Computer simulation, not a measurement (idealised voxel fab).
The process module that follows is named voxel wiring stack.
Section cut is 195 nm wide and gridded with 5 nm square cells.
Each cross-section below is a grid of square cells, stated as bands in top-down order, with one or more rows of cells making up each band. Top height, bottom height, nm. Materials left to right, width each, nm. Single material + "all across" = fills band edge to edge. "air" = empty. Counting heights begins at 0, where everything beneath is, in the wafer as received, one material. The lowest band has no bottom; it goes on downwards, as "0 and below" shows. When a width is written as two numbers, as in "30..40", the first number is the width in the top row of cells of the band and the second is the width in its bottom row, and the width changes by the same amount from each row to the next. "no change" -> step changed no cross-section cell. "Fully sealed cavities" means: voids of 8 cells or more that are shut off from the top with no open way through. Written width x height at distance, distance from the left edge, in nm. Past the settings on a step's line: simulator remark, on that step. overlay nm: mask offset rightward from planned place, masked step; negative means leftward offset.
THESE ARE THE STEPS WE PLANNED FOR THE PROCESS
1: RECEIVE: material Si
2: CONFORMAL_DEP: material SiO2, thk nm 15
3: CONFORMAL_DEP: material SiN, thk nm 5
4: DIRECTIONAL_DEP: material lowk, thk nm 25
5: DIRECTIONAL_DEP: material aC, thk nm 15
6: PATTERN: tone open, mask id METAL_1, material resist, width nm 25, pitch nm 55, thk nm 35, overlay nm 0
7: DIRECTIONAL_ETCH: etch materials aC, depth nm 15
8: STRIP: etch materials resist
9: DIRECTIONAL_ETCH: etch materials lowk, depth nm 25
10: DIRECTIONAL_ETCH: etch materials SiN, depth nm 5
11: STRIP: etch materials aC
12: CONFORMAL_DEP: material TiN, thk nm 5
13: FILL_DEP: material Ru, thk nm 5
14: CMP: height nm 45
15: CONFORMAL_DEP: material SiCN, thk nm 5
16: DIRECTIONAL_DEP: material SiO2, thk nm 30
17: PATTERN: tone open, mask id METAL_2, material resist, width nm 25, pitch nm 55, thk nm 15, overlay nm -15
18: DIRECTIONAL_ETCH: etch materials SiO2, depth nm 20
19: STRIP: etch materials resist
20: DIRECTIONAL_DEP: material aC, thk nm 15
21: PATTERN: tone open, mask id METAL_2_HOLES, material resist, width nm 15, pitch nm 55, thk nm 35, overlay nm 0
22: DIRECTIONAL_ETCH: etch materials aC, depth nm 15
23: STRIP: etch materials resist
24: DIRECTIONAL_ETCH: etch materials SiO2, depth nm 10
25: DIRECTIONAL_ETCH: etch materials SiCN, depth nm 5
26: STRIP: etch materials aC
27: CONFORMAL_DEP: material TiN, thk nm 5
28: FILL_DEP: material Cu, thk nm 5
29: CMP: height nm 80
30: CONFORMAL_DEP: material SiCN, thk nm 5
31: DIRECTIONAL_DEP: material SiO2, thk nm 35
32: PATTERN: tone open, mask id METAL_3_HOLES, material resist, width nm 15, thk nm 20, overlay nm 0
33: DIRECTIONAL_ETCH: etch materials SiO2, depth nm 35
34: STRIP: etch materials resist
35: DIRECTIONAL_DEP: material aC, thk nm 15
36: PATTERN: tone open, mask id METAL_3, material resist, width nm 25, pitch nm 55, thk nm 35, overlay nm 0
37: DIRECTIONAL_ETCH: etch materials aC, depth nm 15
38: STRIP: etch materials resist
39: DIRECTIONAL_ETCH: etch materials SiO2, depth nm 20
40: DIRECTIONAL_ETCH: etch materials SiCN, depth nm 5
41: STRIP: etch materials aC
42: CONFORMAL_DEP: material TiN, thk nm 5
43: FILL_DEP: material Cu, thk nm 10
44: CMP: height nm 120
45: CONFORMAL_DEP: material SiCN, thk nm 5
The plan shows the overlay nm of step 17 as the first wafer had it; this setting differs between the wafers, which start out alike.
CROSS-SECTIONAL VIEW OF THE FIRST OF SEVERAL WAFERS IN THE AS-RECEIVED CONDITION, CORRESPONDING TO THE STATE FOLLOWING STEP 1
0 and below = Si all across
Fully sealed cavities: none
DEPICTED HERE IS THE FIRST OF SEVERAL WAFERS IN CROSS-SECTION, AT MODULE COMPLETION FOLLOWING THE LAST STEP, STEP 45
125 down to 120 = SiCN all across
120 down to 105 = SiO2 55 | TiN 5 | Cu 15 | TiN 5 | SiO2 30 | TiN 5 | Cu 15 | TiN 5 | SiO2 60
105 down to 100 = SiO2 55 | TiN 5 | Cu 5 | TiN 15 | SiO2 30 | TiN 25 | SiO2 60
100 down to 85 = SiO2 55 | TiN 5 | Cu 5 | TiN 5 | SiO2 125
85 down to 80 = SiCN 55 | TiN 15 | SiCN 125
80 down to 70 = SiO2 40 | TiN 5 | Cu 20..15 | TiN 5..10 | SiO2 25 | TiN 5 | Cu 20..15 | TiN 5..10 | SiO2 70
70 down to 65 = SiO2 40 | TiN 5 | Cu 15 | TiN 5 | SiO2 30 | TiN 5 | Cu 15 | TiN 5 | SiO2 75
65 down to 60 = SiO2 40 | TiN 25 | SiO2 30 | TiN 25 | SiO2 75
60 down to 50 = SiO2 55 | TiN 10 | SiO2 45 | TiN 10 | SiO2 75
50 down to 45 = SiCN 55 | TiN 10 | SiCN 45 | TiN 10 | SiCN 75
45 down to 20 = lowk 55 | TiN 5 | Ru 15 | TiN 5 | lowk 30 | TiN 5 | Ru 15 | TiN 5 | lowk 60
20 down to 15 = SiN 55 | TiN 25 | SiN 30 | TiN 25 | SiN 60
15 down to 0 = SiO2 all across
0 and below = Si all across
Fully sealed cavities: none
LAST WAFER X-SEC, END OF MODULE
125 down to 120 = SiCN all across
120 down to 105 = SiO2 55 | TiN 5 | Cu 15 | TiN 5 | SiO2 30 | TiN 5 | Cu 15 | TiN 5 | SiO2 60
105 down to 100 = SiO2 55 | TiN 5 | Cu 5 | TiN 15 | SiO2 30 | TiN 25 | SiO2 60
100 down to 85 = SiO2 55 | TiN 5 | Cu 5 | TiN 5 | SiO2 125
85 down to 80 = SiCN 55 | TiN 15 | SiCN 125
80 down to 70 = SiO2 55 | TiN 5..20 | Cu 30..15 | TiN 5 | SiO2 15 | TiN 5..20 | Cu 30..15 | TiN 5 | SiO2 45
70 down to 65 = SiO2 70 | TiN 5 | Cu 15 | TiN 5 | SiO2 30 | TiN 5 | Cu 15 | TiN 5 | SiO2 45
65 down to 60 = SiO2 70 | TiN 25 | SiO2 30 | TiN 25 | SiO2 45
60 down to 50 = SiO2 all across
50 down to 45 = SiCN all across
45 down to 20 = lowk 55 | TiN 5 | Ru 15 | TiN 5 | lowk 30 | TiN 5 | Ru 15 | TiN 5 | lowk 60
20 down to 15 = SiN 55 | TiN 25 | SiN 30 | TiN 25 | SiN 60
15 down to 0 = SiO2 all across
0 and below = Si all across
Fully sealed cavities: none
THE ROWS OF THE TABLE BELOW ARE WAFERS. LOOKING AT THE END OF THE MODULE, A ROW COUNTS, FOR EVERY MATERIAL, THE CELLS THE WAFER HAS GAINED, SHOWN AS (+), OR LOST, SHOWN AS (-), SINCE IT WAS RECEIVED; ITS CLOSED VOIDS COME NEXT
overlay nm -15 | +42 Cu | +30 Ru | +110 SiCN | +29 SiN | +523 SiO2 | +96 TiN | +145 lowk | Fully sealed cavities: none
overlay nm -10 | +46 Cu | +30 Ru | +108 SiCN | +29 SiN | +523 SiO2 | +94 TiN | +145 lowk | Fully sealed cavities: none
overlay nm -5 | +46 Cu | +30 Ru | +108 SiCN | +29 SiN | +523 SiO2 | +94 TiN | +145 lowk | Fully sealed cavities: none
overlay nm 0 | +46 Cu | +30 Ru | +108 SiCN | +29 SiN | +523 SiO2 | +94 TiN | +145 lowk | Fully sealed cavities: none
overlay nm 5 | +42 Cu | +30 Ru | +110 SiCN | +29 SiN | +523 SiO2 | +96 TiN | +145 lowk | Fully sealed cavities: none
overlay nm 10 | +44 Cu | +30 Ru | +112 SiCN | +29 SiN | +523 SiO2 | +92 TiN | +145 lowk | Fully sealed cavities: none
overlay nm 15 | +46 Cu | +30 Ru | +114 SiCN | +29 SiN | +523 SiO2 | +88 TiN | +145 lowk | Fully sealed cavities: none
